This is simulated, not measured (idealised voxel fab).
Process module under the name voxel transistor to metal
Each square cell in cross-section cut measures 5 nm, and the section as a whole is 265 nm wide.
Square cells in a grid make up a cross-section in this document, and the grid is given as bands, listed from the top down, each one or more rows of cells. Each band's line starts with the height of the band's top and of its bottom, in nm. Then come its materials from left to right, each with its width in nm. One material with "full width" fills the band from edge to edge. "blank" is empty space. Height reference: 0 = level under which incoming wafer is all one material. Lowest band: no bottom, runs on downward, e.g. "z 0 and below". Graded width ("30 to 40"): value in top row of band = first number; value in bottom row = second number; row-to-row change constant. Take "nothing changed" at face value: in the step it is given for, the cross-section changed in none of its cells. You'll see "Tabulated closed voids" listing empty spaces that have no way open to the top, as long as they're 8 cells or more; the notation is width x height at distance, where the distance is from the left edge, and all of it is in nm. Formally, on a step line, whatever follows the settings is a remark that the simulator itself makes on the step. "overlay nm" on a masked step: distance the mask lay right of its planned place, negative for left.

## Steps in the process plan
| 1 | RECEIVE: material Si |
| 2 | OXIDIZE: depth nm 5 |
| 3 | CONFORMAL_DEP: material SiN, thk nm 15 |
| 4 | MASKED_ETCH: tone cover, mask id ACTIVE, width nm 105, pitch nm 130, etch materials SiN, depth nm 15, overlay nm 0 |
| 5 | MASKED_ETCH: tone cover, mask id ACTIVE, width nm 105, pitch nm 130, etch materials SiO2, depth nm 5, overlay nm 0 |
| 6 | MASKED_ETCH: tone cover, mask id ACTIVE, width nm 105, pitch nm 130, etch materials Si, depth nm 30, overlay nm 0 |
| 7 | OXIDIZE: depth nm 5 |
| 8 | FILL_DEP: material SiO2, thk nm 5 |
| 9 | CMP: height nm 15 |
| 10 | SELECTIVE_ETCH: etch materials SiO2, depth nm 10 |
| 11 | STRIP: etch materials SiN |
| 12 | SELECTIVE_ETCH: etch materials SiO2, depth nm 5 |
| 13 | OXIDIZE: depth nm 5 |
| 14 | DIRECTIONAL_DEP: material polySi, thk nm 20 |
| 15 | DIRECTIONAL_DEP: material SiCN, thk nm 15 |
| 16 | DIRECTIONAL_DEP: material aC, thk nm 15 |
| 17 | PATTERN: tone cover, mask id GATE, material resist, width nm 15, pitch nm 130, thk nm 35, overlay nm 0 |
| 18 | DIRECTIONAL_ETCH: etch materials aC, depth nm 15 |
| 19 | STRIP: etch materials resist |
| 20 | DIRECTIONAL_ETCH: etch materials SiCN, depth nm 25 |
| 21 | DIRECTIONAL_ETCH: etch materials polySi, depth nm 30 |
| 22 | STRIP: etch materials aC |
| 23 | CONFORMAL_DEP: material SiO2, thk nm 5 |
| 24 | DIRECTIONAL_ETCH: etch materials SiO2, depth nm 5 |
| 25 | CONFORMAL_DEP: material SiN, thk nm 10 |
| 26 | DIRECTIONAL_ETCH: etch materials SiN, depth nm 10 |
| 27 | DIRECTIONAL_ETCH: etch materials SiO2, depth nm 5 |
| 28 | DIRECTIONAL_ETCH: etch materials Si, depth nm 15 |
| 29 | EPI: material SiGe, thk nm 15 |
| 30 | FILL_DEP: material SiO2, thk nm 10 |
| 31 | CMP: height nm 30 |
| 32 | DIRECTIONAL_DEP: material SiO2, thk nm 10 |
| 33 | DIRECTIONAL_DEP: material aC, thk nm 15 |
| 34 | PATTERN: tone open, mask id CONTACT, material resist, width nm 35, thk nm 35, overlay nm 0 |
| 35 | DIRECTIONAL_ETCH: etch materials aC, depth nm 15 |
| 36 | STRIP: etch materials resist |
| 37 | DIRECTIONAL_ETCH: etch materials SiO2, depth nm 35 |
| 38 | STRIP: etch materials aC |
| 39 | CONFORMAL_DEP: material TiN, thk nm 5 |
| 40 | FILL_DEP: material Ru, thk nm 10 |
| 41 | CMP: height nm 40 |
| 42 | CONFORMAL_DEP: material SiN, thk nm 5 |
| 43 | DIRECTIONAL_DEP: material SiO2, thk nm 20 |
| 44 | MASKED_ETCH: tone open, mask id METAL_1, width nm 20, etch materials SiO2, depth nm 20, overlay nm 0 |
| 45 | MASKED_ETCH: tone open, mask id METAL_1, width nm 20, etch materials SiN, depth nm 5, overlay nm 0 |
| 46 | CONFORMAL_DEP: material TiN, thk nm 5 |
| 47 | FILL_DEP: material Cu, thk nm 10 |
| 48 | CMP: height nm 65 |
| 49 | CONFORMAL_DEP: material SiCN, thk nm 5 |

## Cross-section of the wafer upon arrival, representing the state reached after step 1
> z 0 and below | Si full width
> Tabulated closed voids: none

## As-planned run: cross-section of the first of two wafers at end of module
> z 70 to 65 | SiCN full width
> z 65 to 45 | SiO2 (20)  TiN (5)  Cu (10)  TiN (5)  SiO2 (55)  TiN (5)  Cu (10)  TiN (5)  SiO2 (35)  TiN (5)  Cu (10)  TiN (5)  SiO2 (55)  TiN (5)  Cu (10)  TiN (5)  SiO2 (20)
> z 45 to 40 | SiN (20)  TiN (20)  SiN (55)  TiN (20)  SiN (35)  TiN (20)  SiN (55)  TiN (20)  SiN (20)
> z 40 to 30 | SiO2 (20)  TiN (5)  Ru (25 to 15)  TiN (5 to 15)  SiO2 (25)  TiN (5 to 15)  Ru (25 to 15)  TiN (5)  SiO2 (35)  TiN (5)  Ru (25 to 15)  TiN (5 to 15)  SiO2 (25)  TiN (5 to 15)  Ru (25 to 15)  TiN (5)  SiO2 (20)
> z 30 to 15 | SiO2 (20)  TiN (5)  Ru (15)  TiN (5)  SiN (10)  SiO2 (5)  SiCN (15)  SiO2 (5)  SiN (10)  TiN (5)  Ru (15)  TiN (5)  SiO2 (35)  TiN (5)  Ru (15)  TiN (5)  SiN (10)  SiO2 (5)  SiCN (15)  SiO2 (5)  SiN (10)  TiN (5)  Ru (15)  TiN (5)  SiO2 (20)
> z 15 to 10 | SiO2 (20)  TiN (5)  Ru (15)  TiN (5)  SiN (10)  SiO2 (5)  polySi (15)  SiO2 (5)  SiN (10)  TiN (5)  Ru (15)  TiN (5)  SiO2 (35)  TiN (5)  Ru (15)  TiN (5)  SiN (10)  SiO2 (5)  polySi (15)  SiO2 (5)  SiN (10)  TiN (5)  Ru (15)  TiN (5)  SiO2 (20)
> z 10 to 5 | SiO2 (20)  TiN (25)  SiN (10)  SiO2 (5)  polySi (15)  SiO2 (5)  SiN (10)  TiN (25)  SiO2 (35)  TiN (25)  SiN (10)  SiO2 (5)  polySi (15)  SiO2 (5)  SiN (10)  TiN (25)  SiO2 (20)
> z 5 to 0 | SiO2 (20)  SiGe (25)  SiN (10)  SiO2 (5)  polySi (15)  SiO2 (5)  SiN (10)  SiGe (25)  SiO2 (35)  SiGe (25)  SiN (10)  SiO2 (5)  polySi (15)  SiO2 (5)  SiN (10)  SiGe (25)  SiO2 (20)
> z 0 to -5 | SiO2 (15)  SiN (10)  SiGe (20)  SiN (10)  SiO2 (5)  polySi (15)  SiO2 (5)  SiN (10)  SiGe (20)  SiN (10)  SiO2 (25)  SiN (10)  SiGe (20)  SiN (10)  SiO2 (5)  polySi (15)  SiO2 (5)  SiN (10)  SiGe (20)  SiN (10)  SiO2 (15)
> z -5 to -10 | SiO2 (25)  SiGe (20)  SiO2 (45)  SiGe (20)  SiO2 (45)  SiGe (20)  SiO2 (45)  SiGe (20)  SiO2 (25)
> z -10 to -25 | SiO2 (20)  Si (5)  SiGe (20)  Si (45)  SiGe (20)  Si (5)  SiO2 (35)  Si (5)  SiGe (20)  Si (45)  SiGe (20)  Si (5)  SiO2 (20)
> z -25 to -40 | SiO2 (20)  Si (95)  SiO2 (35)  Si (95)  SiO2 (20)
> z -40 and below | Si full width
> Tabulated closed voids: none

## Here is the second of the two wafers cut open at the end of the module - same start, same plan as the first one, but we made one mistake running it
> z 70 to 65 | SiCN full width
> z 65 to 45 | SiO2 (20)  TiN (5)  Cu (10)  TiN (5)  SiO2 (55)  TiN (5)  Cu (10)  TiN (5)  SiO2 (35)  TiN (5)  Cu (10)  TiN (5)  SiO2 (55)  TiN (5)  Cu (10)  TiN (5)  SiO2 (20)
> z 45 to 40 | SiN (20)  TiN (20)  SiN (55)  TiN (20)  SiN (35)  TiN (20)  SiN (55)  TiN (20)  SiN (20)
> z 40 to 30 | SiO2 (20)  TiN (5)  Ru (25 to 15)  TiN (5 to 15)  SiO2 (25)  TiN (5 to 15)  Ru (25 to 15)  TiN (5)  SiO2 (35)  TiN (5)  Ru (25 to 15)  TiN (5 to 15)  SiO2 (25)  TiN (5 to 15)  Ru (25 to 15)  TiN (5)  SiO2 (20)
> z 30 to 25 | SiO2 (20)  TiN (10)  Ru (10)  TiN (5)  SiN (10)  SiO2 (5)  SiCN (15)  SiO2 (5)  SiN (10)  TiN (5)  Ru (10)  TiN (10)  SiO2 (35)  TiN (10)  Ru (10)  TiN (5)  SiN (10)  SiO2 (5)  SiCN (15)  SiO2 (5)  SiN (10)  TiN (5)  Ru (10)  TiN (10)  SiO2 (20)
> z 25 to 20 | SiCN (10)  SiO2 (5)  SiN (10)  TiN (20)  SiN (10)  SiO2 (5)  SiCN (15)  SiO2 (5)  SiN (10)  TiN (20)  SiN (10)  SiO2 (5)  SiCN (15)  SiO2 (5)  SiN (10)  TiN (20)  SiN (10)  SiO2 (5)  SiCN (15)  SiO2 (5)  SiN (10)  TiN (20)  SiN (10)  SiO2 (5)  SiCN (10)
> z 20 to 15 | polySi (10)  SiCN (115)  polySi (15)  SiCN (115)  polySi (10)
> z 15 to 0 | polySi full width
> z 0 to -5 | SiO2 (10)  polySi (115)  SiO2 (15)  polySi (115)  SiO2 (10)
> z -5 to -10 | SiO2 full width
> z -10 to -40 | SiO2 (20)  Si (95)  SiO2 (35)  Si (95)  SiO2 (20)
> z -40 and below | Si full width
> Tabulated closed voids: none
Finding, execution versus plan: step 15 of the plan was carried out twice
Bottom line after processing is that, in cells, the second wafer is up or down on some materials versus the first: 40 fewer of Ru, 48 more of Si, 47 more of SiCN, 100 fewer of SiGe, 40 fewer of SiN, 79 fewer of SiO2, 24 fewer of TiN, 188 more of polySi
